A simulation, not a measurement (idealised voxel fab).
voxel air gaps: a process module
Square cells of 5 nm make up the cross-section cut, whose width is 175 nm.
Cross-section format: a grid of square cells, given as bands from top to bottom; each band is one or more rows of cells.
Band: top height; bottom height; in nm. Then, left to right: material with width in nm, for each material. "throughout": a single material spanning edge to edge. "blank": empty space.
Height datum 0, below which the as-received substrate wafer is one material. Lowest band open at the bottom, running downward: "from 0 down".
Graded width ("30->40"): value in top row of band = first number; value in bottom row = second number; row-to-row change constant.
What does "nothing altered" mean for a step? It means no cell of the cross-section changed in that step.
Enclosed voids: empty space of 8 cells or more with no open way to the top, each as width x height at its distance from the left edge, in nm
Text after the settings on a step's line: the simulator's own remark on that step.
"overlay nm" denotes, for a step that has a mask, the displacement of the mask to the right of its planned place, with negative values corresponding to the left.
Planned process steps:
- 1: RECEIVE | material Si
- 2: CONFORMAL_DEP | material SiO2 | thk nm 15
- 3: CONFORMAL_DEP | material SiN | thk nm 5
- 4: DIRECTIONAL_DEP | material SiO2 | thk nm 30
- 5: MASKED_ETCH | tone open | mask id LINES | width nm 15 | pitch nm 40 | etch materials SiO2 | depth nm 30 | overlay nm 0
- 6: CONFORMAL_DEP | material TiN | thk nm 5
- 7: FILL_DEP | material W | thk nm 10
- 8: CMP | height nm 50
- 9: EPI | material Ru | thk nm 10
- 10: SELECTIVE_ETCH | etch materials SiO2 | depth nm 40
- 11: CONFORMAL_DEP | material SiN | thk nm 5
Shown in cross-section is the wafer as received, that is, as it stands after step 1:
> from 0 down = Si throughout
> Enclosed voids: none
Cross-section, first of two wafers, end of module, run as planned:
> from 65 to 60 = blank (5) | SiN (165) | blank (5)
> from 60 to 50 = blank (5) | SiN (5) | Ru (35) | SiN (5) | Ru (35) | SiN (5) | Ru (35) | SiN (5) | Ru (35) | SiN (5) | blank (5)
> from 50 to 45 = blank (5) | SiN (15) | TiN (5) | W (5) | TiN (5) | SiN (25) | TiN (5) | W (5) | TiN (5) | SiN (25) | TiN (5) | W (5) | TiN (5) | SiN (25) | TiN (5) | W (5) | TiN (5) | SiN (15) | blank (5)
> from 45 to 25 = blank (15) | SiN (5) | TiN (5) | W (5) | TiN (5) | SiN (5) | blank (15) | SiN (5) | TiN (5) | W (5) | TiN (5) | SiN (5) | blank (15) | SiN (5) | TiN (5) | W (5) | TiN (5) | SiN (5) | blank (15) | SiN (5) | TiN (5) | W (5) | TiN (5) | SiN (5) | blank (15)
> from 25 to 20 = SiN (20) | TiN (15) | SiN (25) | TiN (15) | SiN (25) | TiN (15) | SiN (25) | TiN (15) | SiN (20)
> from 20 to 15 = SiN throughout
> from 15 to 0 = SiO2 throughout
> from 0 down = Si throughout
> Enclosed voids: 15 x 20 at 40; 15 x 20 at 80; 15 x 20 at 120
Cross-section, wafer two of two, end of module: same start and plan as wafer one, one error in execution:
> from 55 to 45 = SiN throughout
> from 45 to 0 = SiO2 throughout
> from 0 down = Si throughout
> Enclosed voids: none
Short version of what went wrong: ran 3 and 4 in swapped order versus the plan
Upon completion, the second wafer contains, in terms of cells, a greater or smaller amount of certain materials than the first wafer: Ru: 56 fewer; SiN: 84 fewer; SiO2: 210 more; TiN: 52 fewer; W: 20 fewer
The final tally of closed voids stands at 3 on the first wafer and 0 on the second.
